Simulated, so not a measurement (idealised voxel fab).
Process module heading - voxel gate over fins
In the cross-section labelled cut, the width is 230 nm and each square cell is 5 nm.
For the purposes of this document, a cross-section shall be understood as a grid of square cells, specified as bands listed in top-to-bottom order, each band consisting of one or more rows of cells.
Read a band's entry like this: the first values are the height of its top and the height of its bottom in nm, and what follows is the sequence of materials from left to right, each with its width in nm. Note that "air" is empty space, and that a single material marked "all across" reaches across the band from edge to edge.
Heights from 0 (as-received wafer is one material below). Bottom band endless downward, as "from 0 down".
The two numbers in a width such as "30->40" mark its ends across the band: the first belongs to the top row of cells, the second to the bottom row, and from each row to the next the width moves by the same amount.
For the purposes of this document, the phrase "nothing got changed" attached to a step denotes that no cell within the cross-section was modified by that step.
Voids not open to the top, 8 cells minimum: see "Closed void roster". Written width x height at distance; distance is from the left edge; nm.
If you see something after the settings on a step's line, that's the simulator's own remark about that step.
The optional step-line setting "overlay nm" applies to steps with a mask and quantifies how far to the right of its planned location the mask lay, a negative value indicating leftward placement.
If you're wondering how to read the rest of this, here's the deal. It's pairs of cross-sections: one from before a process step, one from after it. The after one is only drawn as far down as the lowest band that changed. Right under each pair you'll see which step sits between them and what its settings were. Don't read the pairs as one continuous story, though. They can come from different runs of this module on the same starting wafer, and a pair only carries on from the one above it where its entry headed "Ahead of processing" says so.
[Ahead of processing]
- from 30 to 20: W all across
- from 20 to 15: 40 W / 150 TiN / 40 W
- from 15 to 10: 40 W / 5 TiN / 40 TiAl / 10 TiN / 40 TiAl / 10 TiN / 40 TiAl / 5 TiN / 40 W
- from 10 to 5: 45 TiN / 5 TiAl / 30 TiN / 5 TiAl / 10 TiN / 5 TiAl / 30 TiN / 5 TiAl / 10 TiN / 5 TiAl / 30 TiN / 5 TiAl / 45 TiN
- from 5 to 0: 50 TiAl / 5 TiN / 20 HfO2 / 5 TiN / 20 TiAl / 5 TiN / 20 HfO2 / 5 TiN / 20 TiAl / 5 TiN / 20 HfO2 / 5 TiN / 50 TiAl
- from 0 to -5: 55 TiN / 5 HfO2 / 10 Si / 5 HfO2 / 30 TiN / 5 HfO2 / 10 Si / 5 HfO2 / 30 TiN / 5 HfO2 / 10 Si / 5 HfO2 / 55 TiN
- from -5 to -10: 60 HfO2 / 10 Si / 40 HfO2 / 10 Si / 40 HfO2 / 10 Si / 60 HfO2
- from -10 to -15: 60 SiO2 / 10 Si / 40 SiO2 / 10 Si / 40 SiO2 / 10 Si / 60 SiO2
- from -15 to -25: 60 SiO2 / 10 Si / 10 SiO2 / 5 TiN / 5 W / 5 TiN / 15 SiO2 / 10 Si / 40 SiO2 / 10 Si / 60 SiO2
- from -25 to -30: 60 SiO2 / 10 Si / 10 SiO2 / 15 TiN / 15 SiO2 / 10 Si / 40 SiO2 / 10 Si / 60 SiO2
- from -30 to -40: 60 SiO2 / 10 Si / 40 SiO2 / 10 Si / 40 SiO2 / 10 Si / 60 SiO2
- from -40 down: Si all across
- Closed void roster: none
[Post-Step Geometry]
- from 35 to 30: SiCN all across
- Nothing below the height 30 has changed.
- Closed void roster: none
Process step bridging the above cross-sections: CONFORMAL_DEP | material SiCN | thk nm 5
[Ahead of processing]
- from 20 to 10: aC all across
- from 10 to 0: 55 SiO2 / 15 SiN / 35 SiO2 / 15 SiN / 35 SiO2 / 15 SiN / 60 SiO2
- from 0 to -40: 60 SiO2 / 5 Si / 45 SiO2 / 5 Si / 45 SiO2 / 5 Si / 65 SiO2
- from -40 down: Si all across
- Closed void roster: none
[Post-Step Geometry]
- from 50 to 20: 75 resist / 15 air / 140 resist
- Nothing below the height 20 has changed.
- Closed void roster: none
Process step bridging the above cross-sections: PATTERN | tone open | mask id RAIL | material resist | width nm 15 | thk nm 30 | overlay nm -5
Ahead of processing: Please consult the pair immediately above; the cross-section it shows after its step is the state before this step.
[Post-Step Geometry]
- from 40 to 20: 75 resist / 15 air / 140 resist
- from 20 to 10: 75 aC / 15 air / 140 aC
- Nothing below the height 10 has changed.
- Closed void roster: none
Process step bridging the above cross-sections: DIRECTIONAL_ETCH | etch materials aC | depth nm 10
Ahead of processing: Please consult the pair immediately above; the cross-section it shows after its step is the state before this step.
[Post-Step Geometry]
- from 20 to 10: 75 aC / 15 air / 140 aC
- Nothing below the height 10 has changed.
- Closed void roster: none
Process step bridging the above cross-sections: STRIP | etch materials resist
Ahead of processing: Please consult the pair immediately above; the cross-section it shows after its step is the state before this step.
[Post-Step Geometry]
- from 20 to 10: 75 aC / 15 air / 140 aC
- from 10 to 0: 55 SiO2 / 15 SiN / 5 SiO2 / 15 air / 15 SiO2 / 15 SiN / 35 SiO2 / 15 SiN / 60 SiO2
- from 0 to -30: 60 SiO2 / 5 Si / 10 SiO2 / 15 air / 20 SiO2 / 5 Si / 45 SiO2 / 5 Si / 65 SiO2
- Nothing below the height -30 has changed.
- Closed void roster: none
Process step bridging the above cross-sections: DIRECTIONAL_ETCH | etch materials SiO2 | depth nm 40
Ahead of processing: Please consult the pair immediately above; the cross-section it shows after its step is the state before this step.
[Post-Step Geometry]
- from 10 to 0: 55 SiO2 / 15 SiN / 5 SiO2 / 15 air / 15 SiO2 / 15 SiN / 35 SiO2 / 15 SiN / 60 SiO2
- Nothing below the height 0 has changed.
- Closed void roster: none
Process step bridging the above cross-sections: STRIP | etch materials aC
Ahead of processing: Please consult the pair immediately above; the cross-section it shows after its step is the state before this step.
[Post-Step Geometry]
- from 15 to 10: 80 TiN / 5 air / 145 TiN
- from 10 to 0: 55 SiO2 / 15 SiN / 5 SiO2 / 5 TiN / 5 air / 5 TiN / 15 SiO2 / 15 SiN / 35 SiO2 / 15 SiN / 60 SiO2
- from 0 to -25: 60 SiO2 / 5 Si / 10 SiO2 / 5 TiN / 5 air / 5 TiN / 20 SiO2 / 5 Si / 45 SiO2 / 5 Si / 65 SiO2
- from -25 to -30: 60 SiO2 / 5 Si / 10 SiO2 / 15 TiN / 20 SiO2 / 5 Si / 45 SiO2 / 5 Si / 65 SiO2
- Nothing below the height -30 has changed.
- Closed void roster: none
Process step bridging the above cross-sections: CONFORMAL_DEP | material TiN | thk nm 5
Ahead of processing: Please consult the pair immediately above; the cross-section it shows after its step is the state before this step.
[Post-Step Geometry]
- from 25 to 15: W all across
- from 15 to 10: 80 TiN / 5 W / 145 TiN
- from 10 to 0: 55 SiO2 / 15 SiN / 5 SiO2 / 5 TiN / 5 W / 5 TiN / 15 SiO2 / 15 SiN / 35 SiO2 / 15 SiN / 60 SiO2
- from 0 to -25: 60 SiO2 / 5 Si / 10 SiO2 / 5 TiN / 5 W / 5 TiN / 20 SiO2 / 5 Si / 45 SiO2 / 5 Si / 65 SiO2
- Nothing below the height -25 has changed.
- Closed void roster: none
Process step bridging the above cross-sections: FILL_DEP | material W | thk nm 10
Ahead of processing: Please consult the pair immediately above; the cross-section it shows after its step is the state before this step.
[Post-Step Geometry]
- from 10 to 0: 55 SiO2 / 15 SiN / 5 SiO2 / 5 TiN / 5 W / 5 TiN / 15 SiO2 / 15 SiN / 35 SiO2 / 15 SiN / 60 SiO2
- Nothing below the height 0 has changed.
- Closed void roster: none
Process step bridging the above cross-sections: CMP | height nm 10
Ahead of processing: Please consult the pair immediately above; the cross-section it shows after its step is the state before this step.
[Post-Step Geometry]
- from 10 to 0: 55 SiO2 / 15 SiN / 5 SiO2 / 15 air / 15 SiO2 / 15 SiN / 35 SiO2 / 15 SiN / 60 SiO2
- from 0 to -15: 60 SiO2 / 5 Si / 10 SiO2 / 15 air / 20 SiO2 / 5 Si / 45 SiO2 / 5 Si / 65 SiO2
- Nothing below the height -15 has changed.
- Closed void roster: none
Process step bridging the above cross-sections: SELECTIVE_ETCH | etch materials W Ru TiN | depth nm 25
Ahead of processing: Please consult the pair immediately above; the cross-section it shows after its step is the state before this step.
[Post-Step Geometry]
- from 15 to 10: SiO2 all across
- from 10 to 0: 55 SiO2 / 15 SiN / 35 SiO2 / 15 SiN / 35 SiO2 / 15 SiN / 60 SiO2
- from 0 to -15: 60 SiO2 / 5 Si / 45 SiO2 / 5 Si / 45 SiO2 / 5 Si / 65 SiO2
- Nothing below the height -15 has changed.
- Closed void roster: none
Process step bridging the above cross-sections: FILL_DEP | material SiO2 | thk nm 5
Ahead of processing: Please consult the pair immediately above; the cross-section it shows after its step is the state before this step.
[Post-Step Geometry]
- from 10 to 0: 55 SiO2 / 15 SiN / 35 SiO2 / 15 SiN / 35 SiO2 / 15 SiN / 60 SiO2
- Nothing below the height 0 has changed.
- Closed void roster: none
Process step bridging the above cross-sections: CMP | height nm 10
Ahead of processing: Please consult the pair immediately above; the cross-section it shows after its step is the state before this step.
[Post-Step Geometry]
- from 10 to 0: 55 air / 15 SiN / 35 air / 15 SiN / 35 air / 15 SiN / 60 air
- from 0 to -10: 60 air / 5 Si / 45 air / 5 Si / 45 air / 5 Si / 65 air
- Nothing below the height -10 has changed.
- Closed void roster: none
Process step bridging the above cross-sections: SELECTIVE_ETCH | etch materials SiO2 | depth nm 20
Ahead of processing: Please consult the pair immediately above; the cross-section it shows after its step is the state before this step.
[Post-Step Geometry]
- from 0 to -10: 60 air / 5 Si / 45 air / 5 Si / 45 air / 5 Si / 65 air
- Nothing below the height -10 has changed.
- Closed void roster: none
Process step bridging the above cross-sections: STRIP | etch materials SiN
Ahead of processing: Please consult the pair immediately above; the cross-section it shows after its step is the state before this step.
[Post-Step Geometry]
- from 5 to 0: 55 air / 15 HfO2 / 35 air / 15 HfO2 / 35 air / 15 HfO2 / 60 air
- from 0 to -5: 55 air / 5 HfO2 / 5 Si / 5 HfO2 / 35 air / 5 HfO2 / 5 Si / 5 HfO2 / 35 air / 5 HfO2 / 5 Si / 5 HfO2 / 60 air
- from -5 to -10: 60 HfO2 / 5 Si / 45 HfO2 / 5 Si / 45 HfO2 / 5 Si / 65 HfO2
- Nothing below the height -10 has changed.
- Closed void roster: none
Process step bridging the above cross-sections: CONFORMAL_DEP | material HfO2 | thk nm 5
Ahead of processing: Please consult the pair immediately above; the cross-section it shows after its step is the state before this step.
[Post-Step Geometry]
- from 10 to 5: 50 air / 25 TiN / 25 air / 25 TiN / 25 air / 25 TiN / 55 air
- from 5 to 0: 50 air / 5 TiN / 15 HfO2 / 5 TiN / 25 air / 5 TiN / 15 HfO2 / 5 TiN / 25 air / 5 TiN / 15 HfO2 / 5 TiN / 55 air
- from 0 to -5: 55 TiN / 5 HfO2 / 5 Si / 5 HfO2 / 35 TiN / 5 HfO2 / 5 Si / 5 HfO2 / 35 TiN / 5 HfO2 / 5 Si / 5 HfO2 / 60 TiN
- Nothing below the height -5 has changed.
- Closed void roster: none
Process step bridging the above cross-sections: CONFORMAL_DEP | material TiN | thk nm 5
Ahead of processing: Please consult the pair immediately above; the cross-section it shows after its step is the state before this step.
[Post-Step Geometry]
- from 15 to 10: 45 air / 35 TiAl / 15 air / 35 TiAl / 15 air / 35 TiAl / 50 air
- from 10 to 5: 45 air / 5 TiAl / 25 TiN / 5 TiAl / 15 air / 5 TiAl / 25 TiN / 5 TiAl / 15 air / 5 TiAl / 25 TiN / 5 TiAl / 50 air
- from 5 to 0: 50 TiAl / 5 TiN / 15 HfO2 / 5 TiN / 25 TiAl / 5 TiN / 15 HfO2 / 5 TiN / 25 TiAl / 5 TiN / 15 HfO2 / 5 TiN / 55 TiAl
- Nothing below the height 0 has changed.
- Closed void roster: none
Process step bridging the above cross-sections: CONFORMAL_DEP | material TiAl | thk nm 5
Ahead of processing: Please consult the pair immediately above; the cross-section it shows after its step is the state before this step.
[Post-Step Geometry]
- from 20 to 15: 40 air / 45 TiN / 5 air / 45 TiN / 5 air / 45 TiN / 45 air
- from 15 to 10: 40 air / 5 TiN / 35 TiAl / 5 TiN / 5 air / 5 TiN / 35 TiAl / 5 TiN / 5 air / 5 TiN / 35 TiAl / 5 TiN / 45 air
- from 10 to 5: 45 TiN / 5 TiAl / 25 TiN / 5 TiAl / 15 TiN / 5 TiAl / 25 TiN / 5 TiAl / 15 TiN / 5 TiAl / 25 TiN / 5 TiAl / 50 TiN
- Nothing below the height 5 has changed.
- Closed void roster: none
Process step bridging the above cross-sections: CONFORMAL_DEP | material TiN | thk nm 5
Ahead of processing: Please consult the pair immediately above; the cross-section it shows after its step is the state before this step.
[Post-Step Geometry]
- from 35 to 20: W all across
- from 20 to 15: 40 W / 45 TiN / 5 W / 45 TiN / 5 W / 45 TiN / 45 W
- from 15 to 10: 40 W / 5 TiN / 35 TiAl / 5 TiN / 5 W / 5 TiN / 35 TiAl / 5 TiN / 5 W / 5 TiN / 35 TiAl / 5 TiN / 45 W
- Nothing below the height 10 has changed.
- Closed void roster: none
Process step bridging the above cross-sections: FILL_DEP | material W | thk nm 15
Ahead of processing: Please consult the pair immediately above; the cross-section it shows after its step is the state before this step.
[Post-Step Geometry]
- from 30 to 20: W all across
- Nothing below the height 20 has changed.
- Closed void roster: none
Process step bridging the above cross-sections: CMP | height nm 30
Ahead of processing: Please consult the pair immediately above; the cross-section it shows after its step is the state before this step.
[Post-Step Geometry]
- from 35 to 30: SiCN all across
- Nothing below the height 30 has changed.
- Closed void roster: none
Process step bridging the above cross-sections: CONFORMAL_DEP | material SiCN | thk nm 5
[Ahead of processing]
- from 40 to 20: 80 resist / 15 air / 135 resist
- from 20 to 10: 80 aC / 15 air / 135 aC
- from 10 to 0: 55 SiO2 / 15 SiN / 35 SiO2 / 15 SiN / 35 SiO2 / 15 SiN / 60 SiO2
- from 0 to -40: 60 SiO2 / 5 Si / 45 SiO2 / 5 Si / 45 SiO2 / 5 Si / 65 SiO2
- from -40 down: Si all across
- Closed void roster: none
[Post-Step Geometry]
- from 40 to 20: 80 resist / 15 air / 135 resist
- from 20 to 10: 80 aC / 15 air / 135 aC
- from 10 to 0: 55 SiO2 / 15 SiN / 35 air / 15 SiN / 35 SiO2 / 15 SiN / 60 SiO2
- from 0 to -40: 60 SiO2 / 5 Si / 45 air / 5 Si / 45 SiO2 / 5 Si / 65 SiO2
- Nothing below the height -40 has changed.
- Closed void roster: none
Process step bridging the above cross-sections: STRIP | etch materials SiO2
Ahead of processing: Please consult the pair immediately above; the cross-section it shows after its step is the state before this step.
[Post-Step Geometry]
- from 10 to 0: 55 SiO2 / 15 SiN / 35 air / 15 SiN / 35 SiO2 / 15 SiN / 60 SiO2
- Nothing below the height 0 has changed.
- Closed void roster: none
Process step bridging the above cross-sections: STRIP | etch materials aC
Ahead of processing: Please consult the pair immediately above; the cross-section it shows after its step is the state before this step.
[Post-Step Geometry]
- from 15 to 10: 75 TiN / 25 air / 130 TiN
- from 10 to 0: 55 SiO2 / 15 SiN / 5 TiN / 25 air / 5 TiN / 15 SiN / 35 SiO2 / 15 SiN / 60 SiO2
- from 0 to -5: 60 SiO2 / 5 Si / 10 TiN / 25 air / 10 TiN / 5 Si / 45 SiO2 / 5 Si / 65 SiO2
- from -5 to -35: 60 SiO2 / 5 Si / 5 TiN / 35 air / 5 TiN / 5 Si / 45 SiO2 / 5 Si / 65 SiO2
- from -35 to -40: 60 SiO2 / 5 Si / 45 TiN / 5 Si / 45 SiO2 / 5 Si / 65 SiO2
- Nothing below the height -40 has changed.
- Closed void roster: none
Process step bridging the above cross-sections: CONFORMAL_DEP | material TiN | thk nm 5
Ahead of processing: Please consult the pair immediately above; the cross-section it shows after its step is the state before this step.
[Post-Step Geometry]
- from 25 to 15: W all across
- from 15 to 10: 75 TiN / 25 W / 130 TiN
- from 10 to 0: 55 SiO2 / 15 SiN / 5 TiN / 25 W / 5 TiN / 15 SiN / 35 SiO2 / 15 SiN / 60 SiO2
- from 0 to -5: 60 SiO2 / 5 Si / 10 TiN / 25 W / 10 TiN / 5 Si / 45 SiO2 / 5 Si / 65 SiO2
- from -5 to -35: 60 SiO2 / 5 Si / 5 TiN / 35 W / 5 TiN / 5 Si / 45 SiO2 / 5 Si / 65 SiO2
- Nothing below the height -35 has changed.
- Closed void roster: none
Process step bridging the above cross-sections: FILL_DEP | material W | thk nm 10
Ahead of processing: Please consult the pair immediately above; the cross-section it shows after its step is the state before this step.
[Post-Step Geometry]
- from 10 to 0: 55 SiO2 / 15 SiN / 5 TiN / 25 W / 5 TiN / 15 SiN / 35 SiO2 / 15 SiN / 60 SiO2
- Nothing below the height 0 has changed.
- Closed void roster: none
Process step bridging the above cross-sections: CMP | height nm 10
Ahead of processing: Please consult the pair immediately above; the cross-section it shows after its step is the state before this step.
[Post-Step Geometry]
- from 10 to 0: 55 SiO2 / 15 SiN / 35 air / 15 SiN / 35 SiO2 / 15 SiN / 60 SiO2
- from 0 to -15: 60 SiO2 / 5 Si / 45 air / 5 Si / 45 SiO2 / 5 Si / 65 SiO2
- Nothing below the height -15 has changed.
- Closed void roster: none
Process step bridging the above cross-sections: SELECTIVE_ETCH | etch materials W Ru TiN | depth nm 25
Ahead of processing: Please consult the pair immediately above; the cross-section it shows after its step is the state before this step.
[Post-Step Geometry]
- from 15 to 10: SiO2 all across
- from 10 to 0: 55 SiO2 / 15 SiN / 35 SiO2 / 15 SiN / 35 SiO2 / 15 SiN / 60 SiO2
- from 0 to -15: 60 SiO2 / 5 Si / 45 SiO2 / 5 Si / 45 SiO2 / 5 Si / 65 SiO2
- Nothing below the height -15 has changed.
- Closed void roster: none
Process step bridging the above cross-sections: FILL_DEP | material SiO2 | thk nm 5
Ahead of processing: Please consult the pair immediately above; the cross-section it shows after its step is the state before this step.
[Post-Step Geometry]
- from 10 to 0: 55 SiO2 / 15 SiN / 35 SiO2 / 15 SiN / 35 SiO2 / 15 SiN / 60 SiO2
- Nothing below the height 0 has changed.
- Closed void roster: none
Process step bridging the above cross-sections: CMP | height nm 10
Ahead of processing: Please consult the pair immediately above; the cross-section it shows after its step is the state before this step.
[Post-Step Geometry]
- from 10 to 0: 55 air / 15 SiN / 35 air / 15 SiN / 35 air / 15 SiN / 60 air
- from 0 to -10: 60 air / 5 Si / 45 air / 5 Si / 45 air / 5 Si / 65 air
- Nothing below the height -10 has changed.
- Closed void roster: none
Process step bridging the above cross-sections: SELECTIVE_ETCH | etch materials SiO2 | depth nm 20
Ahead of processing: Please consult the pair immediately above; the cross-section it shows after its step is the state before this step.
[Post-Step Geometry]
- from 0 to -10: 60 air / 5 Si / 45 air / 5 Si / 45 air / 5 Si / 65 air
- Nothing below the height -10 has changed.
- Closed void roster: none
Process step bridging the above cross-sections: STRIP | etch materials SiN
Ahead of processing: Please consult the pair immediately above; the cross-section it shows after its step is the state before this step.
[Post-Step Geometry]
- from 5 to 0: 55 air / 15 HfO2 / 35 air / 15 HfO2 / 35 air / 15 HfO2 / 60 air
- from 0 to -5: 55 air / 5 HfO2 / 5 Si / 5 HfO2 / 35 air / 5 HfO2 / 5 Si / 5 HfO2 / 35 air / 5 HfO2 / 5 Si / 5 HfO2 / 60 air
- from -5 to -10: 60 HfO2 / 5 Si / 45 HfO2 / 5 Si / 45 HfO2 / 5 Si / 65 HfO2
- Nothing below the height -10 has changed.
- Closed void roster: none
Process step bridging the above cross-sections: CONFORMAL_DEP | material HfO2 | thk nm 5
Ahead of processing: Please consult the pair immediately above; the cross-section it shows after its step is the state before this step.
[Post-Step Geometry]
- from 10 to 5: 50 air / 25 TiN / 25 air / 25 TiN / 25 air / 25 TiN / 55 air
- from 5 to 0: 50 air / 5 TiN / 15 HfO2 / 5 TiN / 25 air / 5 TiN / 15 HfO2 / 5 TiN / 25 air / 5 TiN / 15 HfO2 / 5 TiN / 55 air
- from 0 to -5: 55 TiN / 5 HfO2 / 5 Si / 5 HfO2 / 35 TiN / 5 HfO2 / 5 Si / 5 HfO2 / 35 TiN / 5 HfO2 / 5 Si / 5 HfO2 / 60 TiN
- Nothing below the height -5 has changed.
- Closed void roster: none
Process step bridging the above cross-sections: CONFORMAL_DEP | material TiN | thk nm 5
Ahead of processing: Please consult the pair immediately above; the cross-section it shows after its step is the state before this step.
[Post-Step Geometry]
- from 15 to 10: 45 air / 35 TiAl / 15 air / 35 TiAl / 15 air / 35 TiAl / 50 air
- from 10 to 5: 45 air / 5 TiAl / 25 TiN / 5 TiAl / 15 air / 5 TiAl / 25 TiN / 5 TiAl / 15 air / 5 TiAl / 25 TiN / 5 TiAl / 50 air
- from 5 to 0: 50 TiAl / 5 TiN / 15 HfO2 / 5 TiN / 25 TiAl / 5 TiN / 15 HfO2 / 5 TiN / 25 TiAl / 5 TiN / 15 HfO2 / 5 TiN / 55 TiAl
- Nothing below the height 0 has changed.
- Closed void roster: none
Process step bridging the above cross-sections: CONFORMAL_DEP | material TiAl | thk nm 5
Ahead of processing: Please consult the pair immediately above; the cross-section it shows after its step is the state before this step.
[Post-Step Geometry]
- from 20 to 15: 40 air / 45 TiN / 5 air / 45 TiN / 5 air / 45 TiN / 45 air
- from 15 to 10: 40 air / 5 TiN / 35 TiAl / 5 TiN / 5 air / 5 TiN / 35 TiAl / 5 TiN / 5 air / 5 TiN / 35 TiAl / 5 TiN / 45 air
- from 10 to 5: 45 TiN / 5 TiAl / 25 TiN / 5 TiAl / 15 TiN / 5 TiAl / 25 TiN / 5 TiAl / 15 TiN / 5 TiAl / 25 TiN / 5 TiAl / 50 TiN
- Nothing below the height 5 has changed.
- Closed void roster: none
Process step bridging the above cross-sections: CONFORMAL_DEP | material TiN | thk nm 5
Ahead of processing: Please consult the pair immediately above; the cross-section it shows after its step is the state before this step.
[Post-Step Geometry]
- from 35 to 20: W all across
- from 20 to 15: 40 W / 45 TiN / 5 W / 45 TiN / 5 W / 45 TiN / 45 W
- from 15 to 10: 40 W / 5 TiN / 35 TiAl / 5 TiN / 5 W / 5 TiN / 35 TiAl / 5 TiN / 5 W / 5 TiN / 35 TiAl / 5 TiN / 45 W
- Nothing below the height 10 has changed.
- Closed void roster: none
Process step bridging the above cross-sections: FILL_DEP | material W | thk nm 15
Ahead of processing: Please consult the pair immediately above; the cross-section it shows after its step is the state before this step.
[Post-Step Geometry]
- from 30 to 20: W all across
- Nothing below the height 20 has changed.
- Closed void roster: none
Process step bridging the above cross-sections: CMP | height nm 30
Ahead of processing: Please consult the pair immediately above; the cross-section it shows after its step is the state before this step.
[Post-Step Geometry]
- from 35 to 30: SiCN all across
- Nothing below the height 30 has changed.
- Closed void roster: none
Process step bridging the above cross-sections: CONFORMAL_DEP | material SiCN | thk nm 5
[Ahead of processing]
- from 20 to 10: aC all across
- from 10 to 0: 55 SiO2 / 15 SiN / 35 SiO2 / 15 SiN / 35 SiO2 / 15 SiN / 60 SiO2
- from 0 to -40: 60 SiO2 / 5 Si / 45 SiO2 / 5 Si / 45 SiO2 / 5 Si / 65 SiO2
- from -40 down: Si all across
- Closed void roster: none
[Post-Step Geometry]
- from 50 to 20: 80 air / 15 resist / 135 air
- Nothing below the height 20 has changed.
- Closed void roster: none
Process step bridging the above cross-sections: PATTERN | tone cover | mask id RAIL | material resist | width nm 15 | thk nm 30 | overlay nm 0
Ahead of processing: Please consult the pair immediately above; the cross-section it shows after its step is the state before this step.
[Post-Step Geometry]
- from 40 to 20: 80 air / 15 resist / 135 air
- from 20 to 10: 80 air / 15 aC / 135 air
- Nothing below the height 10 has changed.
- Closed void roster: none
Process step bridging the above cross-sections: DIRECTIONAL_ETCH | etch materials aC | depth nm 10
Ahead of processing: Please consult the pair immediately above; the cross-section it shows after its step is the state before this step.
[Post-Step Geometry]
- from 20 to 10: 80 air / 15 aC / 135 air
- Nothing below the height 10 has changed.
- Closed void roster: none
Process step bridging the above cross-sections: STRIP | etch materials resist
Ahead of processing: Please consult the pair immediately above; the cross-section it shows after its step is the state before this step.
[Post-Step Geometry]
- from 20 to 10: 80 air / 15 aC / 135 air
- from 10 to 0: 55 air / 15 SiN / 10 air / 15 SiO2 / 10 air / 15 SiN / 35 air / 15 SiN / 60 air
- from 0 to -30: 55 air / 5 SiO2 / 5 Si / 5 SiO2 / 10 air / 15 SiO2 / 10 air / 5 SiO2 / 5 Si / 5 SiO2 / 35 air / 5 SiO2 / 5 Si / 5 SiO2 / 60 air
- Nothing below the height -30 has changed.
- Closed void roster: none
Process step bridging the above cross-sections: DIRECTIONAL_ETCH | etch materials SiO2 | depth nm 40
Ahead of processing: Please consult the pair immediately above; the cross-section it shows after its step is the state before this step.
[Post-Step Geometry]
- from 10 to 0: 55 air / 15 SiN / 10 air / 15 SiO2 / 10 air / 15 SiN / 35 air / 15 SiN / 60 air
- Nothing below the height 0 has changed.
- Closed void roster: none
Process step bridging the above cross-sections: STRIP | etch materials aC
Ahead of processing: Please consult the pair immediately above; the cross-section it shows after its step is the state before this step.
[Post-Step Geometry]
- from 15 to 10: 50 air / 75 TiN / 25 air / 25 TiN / 55 air
- from 10 to 0: 50 air / 5 TiN / 15 SiN / 10 TiN / 15 SiO2 / 10 TiN / 15 SiN / 5 TiN / 25 air / 5 TiN / 15 SiN / 5 TiN / 55 air
- from 0 to -25: 50 air / 5 TiN / 5 SiO2 / 5 Si / 5 SiO2 / 10 TiN / 15 SiO2 / 10 TiN / 5 SiO2 / 5 Si / 5 SiO2 / 5 TiN / 25 air / 5 TiN / 5 SiO2 / 5 Si / 5 SiO2 / 5 TiN / 55 air
- from -25 to -30: 55 TiN / 5 SiO2 / 5 Si / 5 SiO2 / 10 TiN / 15 SiO2 / 10 TiN / 5 SiO2 / 5 Si / 5 SiO2 / 35 TiN / 5 SiO2 / 5 Si / 5 SiO2 / 60 TiN
- Nothing below the height -30 has changed.
- Closed void roster: none
Process step bridging the above cross-sections: CONFORMAL_DEP | material TiN | thk nm 5
Ahead of processing: Please consult the pair immediately above; the cross-section it shows after its step is the state before this step.
[Post-Step Geometry]
- from 25 to 15: W all across
- from 15 to 10: 50 W / 75 TiN / 25 W / 25 TiN / 55 W
- from 10 to 0: 50 W / 5 TiN / 15 SiN / 10 TiN / 15 SiO2 / 10 TiN / 15 SiN / 5 TiN / 25 W / 5 TiN / 15 SiN / 5 TiN / 55 W
- from 0 to -25: 50 W / 5 TiN / 5 SiO2 / 5 Si / 5 SiO2 / 10 TiN / 15 SiO2 / 10 TiN / 5 SiO2 / 5 Si / 5 SiO2 / 5 TiN / 25 W / 5 TiN / 5 SiO2 / 5 Si / 5 SiO2 / 5 TiN / 55 W
- Nothing below the height -25 has changed.
- Closed void roster: none
Process step bridging the above cross-sections: FILL_DEP | material W | thk nm 10
Ahead of processing: Please consult the pair immediately above; the cross-section it shows after its step is the state before this step.
[Post-Step Geometry]
- from 10 to 0: 50 W / 5 TiN / 15 SiN / 10 TiN / 15 SiO2 / 10 TiN / 15 SiN / 5 TiN / 25 W / 5 TiN / 15 SiN / 5 TiN / 55 W
- Nothing below the height 0 has changed.
- Closed void roster: none
Process step bridging the above cross-sections: CMP | height nm 10
Ahead of processing: Please consult the pair immediately above; the cross-section it shows after its step is the state before this step.
[Post-Step Geometry]
- from 10 to 0: 55 air / 15 SiN / 10 air / 15 SiO2 / 10 air / 15 SiN / 35 air / 15 SiN / 60 air
- from 0 to -15: 55 air / 5 SiO2 / 5 Si / 5 SiO2 / 10 air / 15 SiO2 / 10 air / 5 SiO2 / 5 Si / 5 SiO2 / 35 air / 5 SiO2 / 5 Si / 5 SiO2 / 60 air
- Nothing below the height -15 has changed.
- Closed void roster: none
Process step bridging the above cross-sections: SELECTIVE_ETCH | etch materials W Ru TiN | depth nm 25
Ahead of processing: Please consult the pair immediately above; the cross-section it shows after its step is the state before this step.
[Post-Step Geometry]
- from 15 to 10: SiO2 all across
- from 10 to 0: 55 SiO2 / 15 SiN / 35 SiO2 / 15 SiN / 35 SiO2 / 15 SiN / 60 SiO2
- from 0 to -15: 60 SiO2 / 5 Si / 45 SiO2 / 5 Si / 45 SiO2 / 5 Si / 65 SiO2
- Nothing below the height -15 has changed.
- Closed void roster: none
Process step bridging the above cross-sections: FILL_DEP | material SiO2 | thk nm 5
Ahead of processing: Please consult the pair immediately above; the cross-section it shows after its step is the state before this step.
[Post-Step Geometry]
- from 10 to 0: 55 SiO2 / 15 SiN / 35 SiO2 / 15 SiN / 35 SiO2 / 15 SiN / 60 SiO2
- Nothing below the height 0 has changed.
- Closed void roster: none
Process step bridging the above cross-sections: CMP | height nm 10
Ahead of processing: Please consult the pair immediately above; the cross-section it shows after its step is the state before this step.
[Post-Step Geometry]
- from 10 to 0: 55 air / 15 SiN / 35 air / 15 SiN / 35 air / 15 SiN / 60 air
- from 0 to -10: 60 air / 5 Si / 45 air / 5 Si / 45 air / 5 Si / 65 air
- Nothing below the height -10 has changed.
- Closed void roster: none
Process step bridging the above cross-sections: SELECTIVE_ETCH | etch materials SiO2 | depth nm 20
Ahead of processing: Please consult the pair immediately above; the cross-section it shows after its step is the state before this step.
[Post-Step Geometry]
- from 0 to -10: 60 air / 5 Si / 45 air / 5 Si / 45 air / 5 Si / 65 air
- Nothing below the height -10 has changed.
- Closed void roster: none
Process step bridging the above cross-sections: STRIP | etch materials SiN
Ahead of processing: Please consult the pair immediately above; the cross-section it shows after its step is the state before this step.
[Post-Step Geometry]
- from 5 to 0: 55 air / 15 HfO2 / 35 air / 15 HfO2 / 35 air / 15 HfO2 / 60 air
- from 0 to -5: 55 air / 5 HfO2 / 5 Si / 5 HfO2 / 35 air / 5 HfO2 / 5 Si / 5 HfO2 / 35 air / 5 HfO2 / 5 Si / 5 HfO2 / 60 air
- from -5 to -10: 60 HfO2 / 5 Si / 45 HfO2 / 5 Si / 45 HfO2 / 5 Si / 65 HfO2
- Nothing below the height -10 has changed.
- Closed void roster: none
Process step bridging the above cross-sections: CONFORMAL_DEP | material HfO2 | thk nm 5
Ahead of processing: Please consult the pair immediately above; the cross-section it shows after its step is the state before this step.
[Post-Step Geometry]
- from 10 to 5: 50 air / 25 TiN / 25 air / 25 TiN / 25 air / 25 TiN / 55 air
- from 5 to 0: 50 air / 5 TiN / 15 HfO2 / 5 TiN / 25 air / 5 TiN / 15 HfO2 / 5 TiN / 25 air / 5 TiN / 15 HfO2 / 5 TiN / 55 air
- from 0 to -5: 55 TiN / 5 HfO2 / 5 Si / 5 HfO2 / 35 TiN / 5 HfO2 / 5 Si / 5 HfO2 / 35 TiN / 5 HfO2 / 5 Si / 5 HfO2 / 60 TiN
- Nothing below the height -5 has changed.
- Closed void roster: none
Process step bridging the above cross-sections: CONFORMAL_DEP | material TiN | thk nm 5
